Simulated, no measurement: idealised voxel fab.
A process module follows: voxel air gaps.
The width of the displayed cross-section, cut, is 215 nm; its cells are square, with a size of 5 nm.
In this document a cross-section is written as a grid of square cells. It is given as a series of bands, listed from the top down, and a band is one or more rows of cells. Band: top height; bottom height; in nm. Then, left to right: material with width in nm, for each material. "everywhere": a single material spanning edge to edge. "air": empty space. Beneath 0, the wafer as received is one material, and that level is where height counting begins. The lowest band goes on downward without a bottom; it is written like "0 and below". Per-row width for "30..40": begins at first number (top row of band), ends at second number (bottom row), increment between rows held constant. Reading "stayed the same" for a step: not a cell of the cross-section changed in it. Basically, "Closed void catalog" tells you about the enclosed voids: empty spaces with no open way to the top, 8 cells or bigger, each written width x height at distance, where distance is from the left edge, all in nm. The remark found on a step's line after its settings is issued by the simulator itself and pertains to that step. The setting "overlay nm" may be written on the line of a step. When the step uses a mask, the value reports how far to the right of the planned place the mask lay, and a negative value reports that it lay to the left.

## Planned step list for the process
- 1: RECEIVE | material Si
- 2: CONFORMAL_DEP | material SiO2 | thk nm 15
- 3: CONFORMAL_DEP | material SiCN | thk nm 5
- 4: DIRECTIONAL_DEP | material SiO2 | thk nm 35
- 5: DIRECTIONAL_DEP | material aC | thk nm 15
- 6: PATTERN | tone open | mask id LINES | material resist | width nm 25 | pitch nm 50 | thk nm 30 | overlay nm 0
- 7: DIRECTIONAL_ETCH | etch materials aC | depth nm 15
- 8: STRIP | etch materials resist
- 9: DIRECTIONAL_ETCH | etch materials SiO2 | depth nm 35
- 10: STRIP | etch materials aC
- 11: CONFORMAL_DEP | material TiN | thk nm 5
- 12: FILL_DEP | material W | thk nm 5
- 13: CMP | height nm 55
- 14: EPI | material Ru | thk nm 10
- 15: SELECTIVE_ETCH | etch materials SiO2 | depth nm 45
- 16: CONFORMAL_DEP | material SiCN | thk nm 5

## The first wafer of two, processed as planned

## As received (post step 1): cross-section
0 and below  Si everywhere
Closed void catalog: none

## Cross-section of the wafer subsequent to step 2
15 down to 0  SiO2 everywhere
Lower than 0, everything is as it was.

## Cross-section of the wafer subsequent to step 3
20 down to 15  SiCN everywhere
Lower than 15, everything is as it was.

## Cross-section of the wafer subsequent to step 4
55 down to 20  SiO2 everywhere
Lower than 20, everything is as it was.

## Cross-section of the wafer subsequent to step 5
70 down to 55  aC everywhere
Lower than 55, everything is as it was.

## Cross-section of the wafer subsequent to step 6
100 down to 70  resist=45 / air=25 / resist=25 / air=25 / resist=25 / air=25 / resist=45
Lower than 70, everything is as it was.

## Cross-section of the wafer subsequent to step 7
85 down to 70  resist=45 / air=25 / resist=25 / air=25 / resist=25 / air=25 / resist=45
70 down to 55  aC=45 / air=25 / aC=25 / air=25 / aC=25 / air=25 / aC=45
Lower than 55, everything is as it was.

## Cross-section of the wafer subsequent to step 8
70 down to 55  aC=45 / air=25 / aC=25 / air=25 / aC=25 / air=25 / aC=45
Lower than 55, everything is as it was.

## Cross-section of the wafer subsequent to step 9
70 down to 55  aC=45 / air=25 / aC=25 / air=25 / aC=25 / air=25 / aC=45
55 down to 20  SiO2=45 / air=25 / SiO2=25 / air=25 / SiO2=25 / air=25 / SiO2=45
Lower than 20, everything is as it was.

## Cross-section of the wafer subsequent to step 10
55 down to 20  SiO2=45 / air=25 / SiO2=25 / air=25 / SiO2=25 / air=25 / SiO2=45
Lower than 20, everything is as it was.

## Cross-section of the wafer subsequent to step 11
60 down to 55  TiN=50 / air=15 / TiN=35 / air=15 / TiN=35 / air=15 / TiN=50
55 down to 25  SiO2=45 / TiN=5 / air=15 / TiN=5 / SiO2=25 / TiN=5 / air=15 / TiN=5 / SiO2=25 / TiN=5 / air=15 / TiN=5 / SiO2=45
25 down to 20  SiO2=45 / TiN=25 / SiO2=25 / TiN=25 / SiO2=25 / TiN=25 / SiO2=45
Lower than 20, everything is as it was.

## Cross-section of the wafer subsequent to step 12
65 down to 60  W everywhere
60 down to 55  TiN=50 / W=15 / TiN=35 / W=15 / TiN=35 / W=15 / TiN=50
55 down to 25  SiO2=45 / TiN=5 / W=15 / TiN=5 / SiO2=25 / TiN=5 / W=15 / TiN=5 / SiO2=25 / TiN=5 / W=15 / TiN=5 / SiO2=45
Lower than 25, everything is as it was.

## Cross-section of the wafer subsequent to step 13
55 down to 25  SiO2=45 / TiN=5 / W=15 / TiN=5 / SiO2=25 / TiN=5 / W=15 / TiN=5 / SiO2=25 / TiN=5 / W=15 / TiN=5 / SiO2=45
Lower than 25, everything is as it was.

## Cross-section of the wafer subsequent to step 14
65 down to 55  air=35 / Ru=45 / air=5 / Ru=45 / air=5 / Ru=45 / air=35
Lower than 55, everything is as it was.

## Cross-section of the wafer subsequent to step 15
65 down to 55  air=35 / Ru=45 / air=5 / Ru=45 / air=5 / Ru=45 / air=35
55 down to 25  air=45 / TiN=5 / W=15 / TiN=5 / air=25 / TiN=5 / W=15 / TiN=5 / air=25 / TiN=5 / W=15 / TiN=5 / air=45
25 down to 20  air=45 / TiN=25 / air=25 / TiN=25 / air=25 / TiN=25 / air=45
Lower than 20, everything is as it was.

## Cross-section of the wafer subsequent to step 16
70 down to 65  air=30 / SiCN=155 / air=30
65 down to 55  air=30 / SiCN=5 / Ru=45 / SiCN=5 / Ru=45 / SiCN=5 / Ru=45 / SiCN=5 / air=30
55 down to 50  air=30 / SiCN=15 / TiN=5 / W=15 / TiN=5 / SiCN=25 / TiN=5 / W=15 / TiN=5 / SiCN=25 / TiN=5 / W=15 / TiN=5 / SiCN=15 / air=30
50 down to 25  air=40 / SiCN=5 / TiN=5 / W=15 / TiN=5 / SiCN=5 / air=15 / SiCN=5 / TiN=5 / W=15 / TiN=5 / SiCN=5 / air=15 / SiCN=5 / TiN=5 / W=15 / TiN=5 / SiCN=5 / air=40
25 down to 20  SiCN=45 / TiN=25 / SiCN=25 / TiN=25 / SiCN=25 / TiN=25 / SiCN=45
Lower than 20, everything is as it was.
Closed void catalog: 15 x 25 at 75; 15 x 25 at 125

## Second wafer, same starting conditions and recipe as the first, one mistake in executing it, nothing differs from the first up to and including step 1

## Second wafer, sectioned view, at step 2's planned end time
25 down to 0  SiO2 everywhere
Lower than 0, everything is as it was.

## Second wafer, sectioned view, at step 3's planned end time
30 down to 25  SiCN everywhere
Lower than 25, everything is as it was.

## Second wafer, sectioned view, at step 4's planned end time
65 down to 30  SiO2 everywhere
Lower than 30, everything is as it was.

## Second wafer, sectioned view, at step 5's planned end time
80 down to 65  aC everywhere
Lower than 65, everything is as it was.

## Second wafer, sectioned view, at step 6's planned end time
110 down to 80  resist=45 / air=25 / resist=25 / air=25 / resist=25 / air=25 / resist=45
Lower than 80, everything is as it was.

## Second wafer, sectioned view, at step 7's planned end time
95 down to 80  resist=45 / air=25 / resist=25 / air=25 / resist=25 / air=25 / resist=45
80 down to 65  aC=45 / air=25 / aC=25 / air=25 / aC=25 / air=25 / aC=45
Lower than 65, everything is as it was.

## Second wafer, sectioned view, at step 8's planned end time
80 down to 65  aC=45 / air=25 / aC=25 / air=25 / aC=25 / air=25 / aC=45
Lower than 65, everything is as it was.

## Second wafer, sectioned view, at step 9's planned end time
80 down to 65  aC=45 / air=25 / aC=25 / air=25 / aC=25 / air=25 / aC=45
65 down to 30  SiO2=45 / air=25 / SiO2=25 / air=25 / SiO2=25 / air=25 / SiO2=45
Lower than 30, everything is as it was.

## Second wafer, sectioned view, at step 10's planned end time
65 down to 30  SiO2=45 / air=25 / SiO2=25 / air=25 / SiO2=25 / air=25 / SiO2=45
Lower than 30, everything is as it was.

## Second wafer, sectioned view, at step 11's planned end time
70 down to 65  TiN=50 / air=15 / TiN=35 / air=15 / TiN=35 / air=15 / TiN=50
65 down to 35  SiO2=45 / TiN=5 / air=15 / TiN=5 / SiO2=25 / TiN=5 / air=15 / TiN=5 / SiO2=25 / TiN=5 / air=15 / TiN=5 / SiO2=45
35 down to 30  SiO2=45 / TiN=25 / SiO2=25 / TiN=25 / SiO2=25 / TiN=25 / SiO2=45
Lower than 30, everything is as it was.

## Second wafer, sectioned view, at step 12's planned end time
75 down to 70  W everywhere
70 down to 65  TiN=50 / W=15 / TiN=35 / W=15 / TiN=35 / W=15 / TiN=50
65 down to 35  SiO2=45 / TiN=5 / W=15 / TiN=5 / SiO2=25 / TiN=5 / W=15 / TiN=5 / SiO2=25 / TiN=5 / W=15 / TiN=5 / SiO2=45
Lower than 35, everything is as it was.

## Second wafer, sectioned view, at step 13's planned end time
55 down to 35  SiO2=45 / TiN=5 / W=15 / TiN=5 / SiO2=25 / TiN=5 / W=15 / TiN=5 / SiO2=25 / TiN=5 / W=15 / TiN=5 / SiO2=45
Lower than 35, everything is as it was.

## Second wafer, sectioned view, at step 14's planned end time
65 down to 55  air=35 / Ru=45 / air=5 / Ru=45 / air=5 / Ru=45 / air=35
Lower than 55, everything is as it was.

## Second wafer, sectioned view, at step 15's planned end time
65 down to 55  air=35 / Ru=45 / air=5 / Ru=45 / air=5 / Ru=45 / air=35
55 down to 35  air=45 / TiN=5 / W=15 / TiN=5 / air=25 / TiN=5 / W=15 / TiN=5 / air=25 / TiN=5 / W=15 / TiN=5 / air=45
35 down to 30  air=45 / TiN=25 / air=25 / TiN=25 / air=25 / TiN=25 / air=45
Lower than 30, everything is as it was.

## Second wafer, sectioned view, at step 16's planned end time
70 down to 65  air=30 / SiCN=155 / air=30
65 down to 55  air=30 / SiCN=5 / Ru=45 / SiCN=5 / Ru=45 / SiCN=5 / Ru=45 / SiCN=5 / air=30
55 down to 50  air=30 / SiCN=15 / TiN=5 / W=15 / TiN=5 / SiCN=25 / TiN=5 / W=15 / TiN=5 / SiCN=25 / TiN=5 / W=15 / TiN=5 / SiCN=15 / air=30
50 down to 35  air=40 / SiCN=5 / TiN=5 / W=15 / TiN=5 / SiCN=5 / air=15 / SiCN=5 / TiN=5 / W=15 / TiN=5 / SiCN=5 / air=15 / SiCN=5 / TiN=5 / W=15 / TiN=5 / SiCN=5 / air=40
35 down to 30  SiCN=45 / TiN=25 / SiCN=25 / TiN=25 / SiCN=25 / TiN=25 / SiCN=45
Lower than 30, everything is as it was.
Closed void catalog: 15 x 15 at 75; 15 x 15 at 125
The plan and the run diverged here: step 2: run off-plan, actual operation and settings CONFORMAL_DEP | material SiO2 | thk nm 25
Upon completion, the second wafer contains, in terms of cells, a greater or smaller amount of certain materials than the first wafer: SiCN: 12 fewer; SiO2: 86 more; TiN: 12 fewer; W: 18 fewer
